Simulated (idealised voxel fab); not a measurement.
Documented hereafter: the process module known as voxel trench capacitor.
It is cross-section cut that appears here, measuring 210 nm in width, its square cells being 5 nm in size.
Cross-section layout: square cells on a grid; listed as bands, top to bottom; a band spans one or more cell rows.
Basically the band line says how high the top is and how high the bottom is, in nm, and then what's in it from left to right, every material with its width in nm. Empty space shows up as "blank", and if a single material carries "full width" it runs the full band edge to edge.
Heights are expressed relative to 0, this being the level below which the as-received wafer comprises one material exclusively. The lowest band is unbounded in the downward direction and is denoted as in "0 and below".
Note: "30 to 40" means the width goes from the first number (top row of the band) to the second number (bottom row) in equal steps per row of cells.
The designation "same as before", where it is given for a processing step, indicates that no cell of the cross-section was altered in the course of that step.
Heads up: "Enclosed void listing" only lists the empty pockets with no open path to the top that are 8 cells or more, and it writes them as width x height at distance, distance from the left edge, in nm.
Formally, on a step line, whatever follows the settings is a remark that the simulator itself makes on the step.
The optional step-line setting "overlay nm" applies to steps with a mask and quantifies how far to the right of its planned location the mask lay, a negative value indicating leftward placement.

**Set out below are the planned steps of the process**
- 1: RECEIVE, material Si
- 2: CONFORMAL_DEP, material SiN, thk nm 10
- 3: DIRECTIONAL_DEP, material aC, thk nm 10
- 4: PATTERN, tone open, mask id TRENCH, material resist, width nm 25, pitch nm 50, thk nm 25, overlay nm 0
- 5: DIRECTIONAL_ETCH, etch materials aC, depth nm 10
- 6: STRIP, etch materials resist
- 7: DIRECTIONAL_ETCH, etch materials SiN, depth nm 10
- 8: DIRECTIONAL_ETCH, etch materials Si, depth nm 30
- 9: STRIP, etch materials aC
- 10: CONFORMAL_DEP, material SiO2, thk nm 5
- 11: FILL_DEP, material polySi, thk nm 5
- 12: CMP, height nm 10

**Run as planned: first of two wafers**

**This is the cross-section of the wafer as we received it, i.e. after step 1**
> 0 and below | Si full width
> Enclosed void listing: none

**The wafer in cross-section once step 2 is complete**
> 10 down to 0 | SiN full width
> below 0: unchanged

**The wafer in cross-section once step 3 is complete**
> 20 down to 10 | aC full width
> below 10: unchanged

**The wafer in cross-section once step 4 is complete**
> 45 down to 20 | 15 resist  25 blank  25 resist  25 blank  25 resist  25 blank  25 resist  25 blank  20 resist
> below 20: unchanged

**The wafer in cross-section once step 5 is complete**
> 35 down to 20 | 15 resist  25 blank  25 resist  25 blank  25 resist  25 blank  25 resist  25 blank  20 resist
> 20 down to 10 | 15 aC  25 blank  25 aC  25 blank  25 aC  25 blank  25 aC  25 blank  20 aC
> below 10: unchanged

**The wafer in cross-section once step 6 is complete**
> 20 down to 10 | 15 aC  25 blank  25 aC  25 blank  25 aC  25 blank  25 aC  25 blank  20 aC
> below 10: unchanged

**The wafer in cross-section once step 7 is complete**
> 20 down to 10 | 15 aC  25 blank  25 aC  25 blank  25 aC  25 blank  25 aC  25 blank  20 aC
> 10 down to 0 | 15 SiN  25 blank  25 SiN  25 blank  25 SiN  25 blank  25 SiN  25 blank  20 SiN
> below 0: unchanged

**The wafer in cross-section once step 8 is complete**
> 20 down to 10 | 15 aC  25 blank  25 aC  25 blank  25 aC  25 blank  25 aC  25 blank  20 aC
> 10 down to 0 | 15 SiN  25 blank  25 SiN  25 blank  25 SiN  25 blank  25 SiN  25 blank  20 SiN
> 0 down to -30 | 15 Si  25 blank  25 Si  25 blank  25 Si  25 blank  25 Si  25 blank  20 Si
> below -30: unchanged

**The wafer in cross-section once step 9 is complete**
> 10 down to 0 | 15 SiN  25 blank  25 SiN  25 blank  25 SiN  25 blank  25 SiN  25 blank  20 SiN
> below 0: unchanged

**The wafer in cross-section once step 10 is complete**
> 15 down to 10 | 20 SiO2  15 blank  35 SiO2  15 blank  35 SiO2  15 blank  35 SiO2  15 blank  25 SiO2
> 10 down to 0 | 15 SiN  5 SiO2  15 blank  5 SiO2  25 SiN  5 SiO2  15 blank  5 SiO2  25 SiN  5 SiO2  15 blank  5 SiO2  25 SiN  5 SiO2  15 blank  5 SiO2  20 SiN
> 0 down to -25 | 15 Si  5 SiO2  15 blank  5 SiO2  25 Si  5 SiO2  15 blank  5 SiO2  25 Si  5 SiO2  15 blank  5 SiO2  25 Si  5 SiO2  15 blank  5 SiO2  20 Si
> -25 down to -30 | 15 Si  25 SiO2  25 Si  25 SiO2  25 Si  25 SiO2  25 Si  25 SiO2  20 Si
> below -30: unchanged

**The wafer in cross-section once step 11 is complete**
> 20 down to 15 | polySi full width
> 15 down to 10 | 20 SiO2  15 polySi  35 SiO2  15 polySi  35 SiO2  15 polySi  35 SiO2  15 polySi  25 SiO2
> 10 down to 0 | 15 SiN  5 SiO2  15 polySi  5 SiO2  25 SiN  5 SiO2  15 polySi  5 SiO2  25 SiN  5 SiO2  15 polySi  5 SiO2  25 SiN  5 SiO2  15 polySi  5 SiO2  20 SiN
> 0 down to -25 | 15 Si  5 SiO2  15 polySi  5 SiO2  25 Si  5 SiO2  15 polySi  5 SiO2  25 Si  5 SiO2  15 polySi  5 SiO2  25 Si  5 SiO2  15 polySi  5 SiO2  20 Si
> below -25: unchanged

**The wafer in cross-section once step 12 is complete**
> 10 down to 0 | 15 SiN  5 SiO2  15 polySi  5 SiO2  25 SiN  5 SiO2  15 polySi  5 SiO2  25 SiN  5 SiO2  15 polySi  5 SiO2  25 SiN  5 SiO2  15 polySi  5 SiO2  20 SiN
> below 0: unchanged

**Regarding the second of the two wafers: it shared the first wafer's starting condition and process plan, yet one error occurred during its execution. Its history coincides with that of the first wafer up to and including step 7**

**Planned end of step 8: second wafer, cross-section**
> 20 down to 10 | 15 aC  25 blank  25 aC  25 blank  25 aC  25 blank  25 aC  25 blank  20 aC
> 10 down to 0 | 15 SiN  25 blank  25 SiN  25 blank  25 SiN  25 blank  25 SiN  25 blank  20 SiN
> 0 down to -60 | 15 Si  25 blank  25 Si  25 blank  25 Si  25 blank  25 Si  25 blank  20 Si
> below -60: unchanged

**Planned end of step 9: second wafer, cross-section**
> 10 down to 0 | 15 SiN  25 blank  25 SiN  25 blank  25 SiN  25 blank  25 SiN  25 blank  20 SiN
> below 0: unchanged

**Planned end of step 10: second wafer, cross-section**
> 15 down to 10 | 20 SiO2  15 blank  35 SiO2  15 blank  35 SiO2  15 blank  35 SiO2  15 blank  25 SiO2
> 10 down to 0 | 15 SiN  5 SiO2  15 blank  5 SiO2  25 SiN  5 SiO2  15 blank  5 SiO2  25 SiN  5 SiO2  15 blank  5 SiO2  25 SiN  5 SiO2  15 blank  5 SiO2  20 SiN
> 0 down to -55 | 15 Si  5 SiO2  15 blank  5 SiO2  25 Si  5 SiO2  15 blank  5 SiO2  25 Si  5 SiO2  15 blank  5 SiO2  25 Si  5 SiO2  15 blank  5 SiO2  20 Si
> -55 down to -60 | 15 Si  25 SiO2  25 Si  25 SiO2  25 Si  25 SiO2  25 Si  25 SiO2  20 Si
> below -60: unchanged

**Planned end of step 11: second wafer, cross-section**
> 20 down to 15 | polySi full width
> 15 down to 10 | 20 SiO2  15 polySi  35 SiO2  15 polySi  35 SiO2  15 polySi  35 SiO2  15 polySi  25 SiO2
> 10 down to 0 | 15 SiN  5 SiO2  15 polySi  5 SiO2  25 SiN  5 SiO2  15 polySi  5 SiO2  25 SiN  5 SiO2  15 polySi  5 SiO2  25 SiN  5 SiO2  15 polySi  5 SiO2  20 SiN
> 0 down to -55 | 15 Si  5 SiO2  15 polySi  5 SiO2  25 Si  5 SiO2  15 polySi  5 SiO2  25 Si  5 SiO2  15 polySi  5 SiO2  25 Si  5 SiO2  15 polySi  5 SiO2  20 Si
> below -55: unchanged

**Planned end of step 12: second wafer, cross-section**
> 10 down to 0 | 15 SiN  5 SiO2  15 polySi  5 SiO2  25 SiN  5 SiO2  15 polySi  5 SiO2  25 SiN  5 SiO2  15 polySi  5 SiO2  25 SiN  5 SiO2  15 polySi  5 SiO2  20 SiN
> below 0: unchanged
Want to know what went wrong? step 8 of the plan was performed twice
at the end the second wafer has, in cells: -120 Si | +48 SiO2 | +72 polySi
